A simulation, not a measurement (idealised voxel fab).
process module | voxel wiring stack
cross-section cut | 205 nm wide | cells 5 nm
A cross-section is a grid of square cells, given in bands from the top down. A band is one or more rows of cells.
Each band's line starts with the height of the band's top and of its bottom, in nm. Then come its materials from left to right, each with its width in nm. One material with "throughout" fills the band from edge to edge. "air" is empty space.
Height 0 is the level under which the wafer as received is all one material. The lowest band goes on downwards, as in "0 down".
A width such as "30 to 40" changes by the same amount from each row of cells to the next, from the band's top row to its bottom row.
"no change" after a step means that no cell of the cross-section changed.
closed voids: empty space of 8 cells or more with no open way to the top, each as width x height at its distance from the left edge, in nm
after a step's settings: what the simulator itself notes on the step
overlay nm, on a step with a mask: how far to the right of its planned place the mask lay; to the left if negative
plan
1 op RECEIVE | material Si
2 op CONFORMAL_DEP | material SiO2 | thk nm 15
3 op DIRECTIONAL_DEP | material TiN | thk nm 5
4 op DIRECTIONAL_DEP | material W | thk nm 25
5 op DIRECTIONAL_DEP | material aC | thk nm 15
6 op PATTERN | tone cover | mask id METAL_1 | material resist | width nm 20 | pitch nm 40 | thk nm 30 | overlay nm 0
7 op DIRECTIONAL_ETCH | etch materials aC | depth nm 15
8 op STRIP | etch materials resist
9 op DIRECTIONAL_ETCH | etch materials W | depth nm 25
10 op DIRECTIONAL_ETCH | etch materials TiN | depth nm 5
11 op STRIP | etch materials aC
12 op CONFORMAL_DEP | material SiCN | thk nm 5
13 op FILL_DEP | material SiO2 | thk nm 5
14 op CMP | height nm 45
15 op CONFORMAL_DEP | material SiCN | thk nm 5
16 op DIRECTIONAL_DEP | material lowk | thk nm 30
17 op MASKED_ETCH | tone open | mask id METAL_2_HOLES | width nm 15 | pitch nm 80 | etch materials lowk | depth nm 30 | overlay nm 0
18 op PATTERN | tone open | mask id METAL_2 | material resist | width nm 20 | pitch nm 40 | thk nm 20 | overlay nm 0
19 op DIRECTIONAL_ETCH | etch materials lowk | depth nm 15
20 op DIRECTIONAL_ETCH | etch materials SiCN | depth nm 5
21 op STRIP | etch materials resist
22 op CONFORMAL_DEP | material TiN | thk nm 5
23 op FILL_DEP | material Cu | thk nm 5
24 op CMP | height nm 80
25 op CONFORMAL_DEP | material SiCN | thk nm 5
26 op DIRECTIONAL_DEP | material SiO2 | thk nm 30
27 op MASKED_ETCH | tone open | mask id METAL_3 | width nm 20 | pitch nm 40 | etch materials SiO2 | depth nm 15 | overlay nm 0
28 op MASKED_ETCH | tone open | mask id METAL_3_HOLES | width nm 15 | pitch nm 80 | etch materials SiO2 | depth nm 15 | overlay nm 0
29 op MASKED_ETCH | tone open | mask id METAL_3_HOLES | width nm 15 | pitch nm 80 | etch materials SiCN | depth nm 5 | overlay nm 0
30 op CONFORMAL_DEP | material TiN | thk nm 5
31 op FILL_DEP | material Ru | thk nm 5
32 op CMP | height nm 115
33 op CONFORMAL_DEP | material SiCN | thk nm 5
34 op DIRECTIONAL_DEP | material SiO2 | thk nm 25
35 op MASKED_ETCH | tone open | mask id METAL_4 | width nm 20 | pitch nm 40 | etch materials SiO2 | depth nm 15 | overlay nm 0
36 op PATTERN | tone open | mask id METAL_4_HOLES | material resist | width nm 15 | pitch nm 80 | thk nm 20 | overlay nm 0
37 op DIRECTIONAL_ETCH | etch materials SiO2 | depth nm 10
38 op DIRECTIONAL_ETCH | etch materials SiCN | depth nm 5
39 op STRIP | etch materials resist
40 op CONFORMAL_DEP | material TiN | thk nm 5
41 op FILL_DEP | material Ru | thk nm 10
42 op CMP | height nm 145
43 op CONFORMAL_DEP | material SiN | thk nm 5
as received, after step 1
  0 down: Si throughout
  closed voids: none
first wafer at the end, as planned
  150 to 145: SiN throughout
  145 to 135: SiO2 30 | TiN 5 | Ru 10 | TiN 5 | SiO2 20 | TiN 5 | Ru 10 | TiN 5 | SiO2 20 | TiN 5 | Ru 10 | TiN 5 | SiO2 20 | TiN 5 | Ru 10 | TiN 5 | SiO2 35
  135 to 130: SiO2 30 | TiN 5 | Ru 5 | TiN 10 | SiO2 20 | TiN 20 | SiO2 20 | TiN 5 | Ru 5 | TiN 10 | SiO2 20 | TiN 20 | SiO2 35
  130 to 120: SiO2 30 | TiN 5 | Ru 5 | TiN 5 | SiO2 65 | TiN 5 | Ru 5 | TiN 5 | SiO2 80
  120 to 115: SiCN 30 | TiN 15 | SiCN 65 | TiN 15 | SiCN 80
  115 to 105: SiO2 30 | TiN 5 | Ru 10 | TiN 5 | SiO2 20 | TiN 5 | Ru 10 | TiN 5 | SiO2 20 | TiN 5 | Ru 10 | TiN 5 | SiO2 20 | TiN 5 | Ru 10 | TiN 5 | SiO2 35
  105 to 100: SiO2 30 | TiN 5 | Ru 5 | TiN 10 | SiO2 20 | TiN 20 | SiO2 20 | TiN 5 | Ru 5 | TiN 10 | SiO2 20 | TiN 20 | SiO2 35
  100 to 85: SiO2 30 | TiN 5 | Ru 5 | TiN 5 | SiO2 65 | TiN 5 | Ru 5 | TiN 5 | SiO2 80
  85 to 80: SiCN 30 | TiN 15 | SiCN 65 | TiN 15 | SiCN 80
  80 to 70: lowk 30 | TiN 5 | Cu 10 | TiN 5 | lowk 20 | TiN 5 | Cu 10 | TiN 5 | lowk 20 | TiN 5 | Cu 10 | TiN 5 | lowk 20 | TiN 5 | Cu 10 | TiN 5 | lowk 35
  70 to 65: lowk 30 | TiN 5 | Cu 5 | TiN 10 | lowk 20 | TiN 20 | lowk 20 | TiN 5 | Cu 5 | TiN 10 | lowk 20 | TiN 20 | lowk 35
  65 to 50: lowk 30 | TiN 5 | Cu 5 | TiN 5 | lowk 65 | TiN 5 | Cu 5 | TiN 5 | lowk 80
  50 to 45: SiCN 30 | TiN 15 | SiCN 65 | TiN 15 | SiCN 80
  45 to 20: SiO2 25 | SiCN 5 | W 20 | SiCN 5 | SiO2 10 | SiCN 5 | W 20 | SiCN 5 | SiO2 10 | SiCN 5 | W 20 | SiCN 5 | SiO2 10 | SiCN 5 | W 20 | SiCN 5 | SiO2 30
  20 to 15: SiCN 30 | TiN 20 | SiCN 20 | TiN 20 | SiCN 20 | TiN 20 | SiCN 20 | TiN 20 | SiCN 35
  15 to 0: SiO2 throughout
  0 down: Si throughout
  closed voids: none
second wafer at the end: like start, like plan, one mistake
  150 to 145: SiN throughout
  145 to 135: SiO2 30 | TiN 5 | Ru 10 | TiN 5 | SiO2 20 | TiN 5 | Ru 10 | TiN 5 | SiO2 20 | TiN 5 | Ru 10 | TiN 5 | SiO2 20 | TiN 5 | Ru 10 | TiN 5 | SiO2 35
  135 to 130: SiO2 30 | TiN 5 | Ru 5 | TiN 10 | SiO2 20 | TiN 20 | SiO2 20 | TiN 5 | Ru 5 | TiN 10 | SiO2 20 | TiN 20 | SiO2 35
  130 to 120: SiO2 30 | TiN 5 | Ru 5 | TiN 5 | SiO2 65 | TiN 5 | Ru 5 | TiN 5 | SiO2 80
  120 to 115: SiCN 30 | TiN 15 | SiCN 65 | TiN 15 | SiCN 80
  115 to 85: SiO2 throughout
  85 to 80: SiCN throughout
  80 to 70: lowk 30 | TiN 5 | Cu 10 | TiN 5 | lowk 20 | TiN 5 | Cu 10 | TiN 5 | lowk 20 | TiN 5 | Cu 10 | TiN 5 | lowk 20 | TiN 5 | Cu 10 | TiN 5 | lowk 35
  70 to 65: lowk 30 | TiN 5 | Cu 5 | TiN 10 | lowk 20 | TiN 20 | lowk 20 | TiN 5 | Cu 5 | TiN 10 | lowk 20 | TiN 20 | lowk 35
  65 to 50: lowk 30 | TiN 5 | Cu 5 | TiN 5 | lowk 65 | TiN 5 | Cu 5 | TiN 5 | lowk 80
  50 to 45: SiCN 30 | TiN 15 | SiCN 65 | TiN 15 | SiCN 80
  45 to 20: SiO2 25 | SiCN 5 | W 20 | SiCN 5 | SiO2 10 | SiCN 5 | W 20 | SiCN 5 | SiO2 10 | SiCN 5 | W 20 | SiCN 5 | SiO2 10 | SiCN 5 | W 20 | SiCN 5 | SiO2 30
  20 to 15: SiCN 30 | TiN 20 | SiCN 20 | TiN 20 | SiCN 20 | TiN 20 | SiCN 20 | TiN 20 | SiCN 35
  15 to 0: SiO2 throughout
  0 down: Si throughout
  closed voids: none
what went wrong: step 26 was run twice
at the end the second wafer has, in cells: 24 fewer of Ru | 6 more of SiCN | 66 more of SiO2 | 48 fewer of TiN
